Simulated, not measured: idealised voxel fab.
process module | voxel tone inversion
cross-section cut | 200 nm wide | cells 5 nm
A cross-section is a grid of square cells, given in bands from the top down. A band is one or more rows of cells.
Each band's line starts with the height of the band's top and of its bottom, in nm. Then come its materials from left to right, each with its width in nm. One material with "throughout" fills the band from edge to edge. "air" is empty space.
Height 0 is the level under which the wafer as received is all one material. The lowest band goes on downwards, as in "0 down".
A width such as "30 to 40" changes by the same amount from each row of cells to the next, from the band's top row to its bottom row.
"no change" after a step means that no cell of the cross-section changed.
closed voids: empty space of 8 cells or more with no open way to the top, each as width x height at its distance from the left edge, in nm
after a step's settings: what the simulator itself notes on the step
overlay nm, on a step with a mask: how far to the right of its planned place the mask lay; to the left if negative
plan
1 op RECEIVE | material Si
2 op CONFORMAL_DEP | material SiCN | thk nm 5
3 op DIRECTIONAL_DEP | material aC | thk nm 25
4 op PATTERN | tone cover | mask id POSTS | material resist | width nm 20 | pitch nm 35 | thk nm 35 | overlay nm 0
5 op DIRECTIONAL_ETCH | etch materials aC | depth nm 25
6 op STRIP | etch materials resist
7 op FILL_DEP | material SiO2 | thk nm 10
8 op CMP | height nm 30
9 op STRIP | etch materials aC
10 op CONFORMAL_DEP | material TiN | thk nm 5
11 op FILL_DEP | material Cu | thk nm 10
12 op CMP | height nm 30
13 op CONFORMAL_DEP | material SiCN | thk nm 5
first wafer, as planned
as received, after step 1
  0 down: Si throughout
  closed voids: none
after step 2
  5 to 0: SiCN throughout
  below 0: unchanged
after step 3
  30 to 5: aC throughout
  below 5: unchanged
after step 4
  65 to 30: air 70 | resist 20 | air 15 | resist 20 | air 75
  below 30: unchanged
after step 5
  40 to 30: air 70 | resist 20 | air 15 | resist 20 | air 75
  30 to 5: air 70 | aC 20 | air 15 | aC 20 | air 75
  below 5: unchanged
after step 6
  30 to 5: air 70 | aC 20 | air 15 | aC 20 | air 75
  below 5: unchanged
after step 7
  40 to 30: SiO2 throughout
  30 to 5: SiO2 70 | aC 20 | SiO2 15 | aC 20 | SiO2 75
  below 5: unchanged
after step 8
  30 to 5: SiO2 70 | aC 20 | SiO2 15 | aC 20 | SiO2 75
  below 5: unchanged
after step 9
  30 to 5: SiO2 70 | air 20 | SiO2 15 | air 20 | SiO2 75
  below 5: unchanged
after step 10
  35 to 30: TiN 75 | air 10 | TiN 25 | air 10 | TiN 80
  30 to 10: SiO2 70 | TiN 5 | air 10 | TiN 5 | SiO2 15 | TiN 5 | air 10 | TiN 5 | SiO2 75
  10 to 5: SiO2 70 | TiN 20 | SiO2 15 | TiN 20 | SiO2 75
  below 5: unchanged
after step 11
  45 to 35: Cu throughout
  35 to 30: TiN 75 | Cu 10 | TiN 25 | Cu 10 | TiN 80
  30 to 10: SiO2 70 | TiN 5 | Cu 10 | TiN 5 | SiO2 15 | TiN 5 | Cu 10 | TiN 5 | SiO2 75
  below 10: unchanged
after step 12
  30 to 10: SiO2 70 | TiN 5 | Cu 10 | TiN 5 | SiO2 15 | TiN 5 | Cu 10 | TiN 5 | SiO2 75
  below 10: unchanged
after step 13
  35 to 30: SiCN throughout
  below 30: unchanged
second wafer: like start, like plan, one mistake. Through step 1 it matches the first wafer
when step 2 should have ended
  25 to 0: aC throughout
  below 0: unchanged
when step 3 should have ended
  30 to 25: SiCN throughout
  below 25: unchanged
when step 4 should have ended
  65 to 30: air 70 | resist 20 | air 15 | resist 20 | air 75
  below 30: unchanged
when step 5 should have ended
  40 to 30: air 70 | resist 20 | air 15 | resist 20 | air 75
  below 30: unchanged
when step 6 should have ended
  30 to 25: SiCN throughout
  below 25: unchanged
when step 7 should have ended
  40 to 30: SiO2 throughout
  below 30: unchanged
when step 8 should have ended
  30 to 25: SiCN throughout
  below 25: unchanged
when step 9 should have ended: no change
when step 10 should have ended
  35 to 30: TiN throughout
  below 30: unchanged
when step 11 should have ended
  45 to 35: Cu throughout
  below 35: unchanged
when step 12 should have ended
  30 to 25: SiCN throughout
  below 25: unchanged
when step 13 should have ended
  35 to 25: SiCN throughout
  below 25: unchanged
what went wrong: steps 2 and 3 were swapped
at the end the second wafer has, in cells: 16 fewer of Cu | 160 fewer of SiO2 | 24 fewer of TiN | 200 more of aC
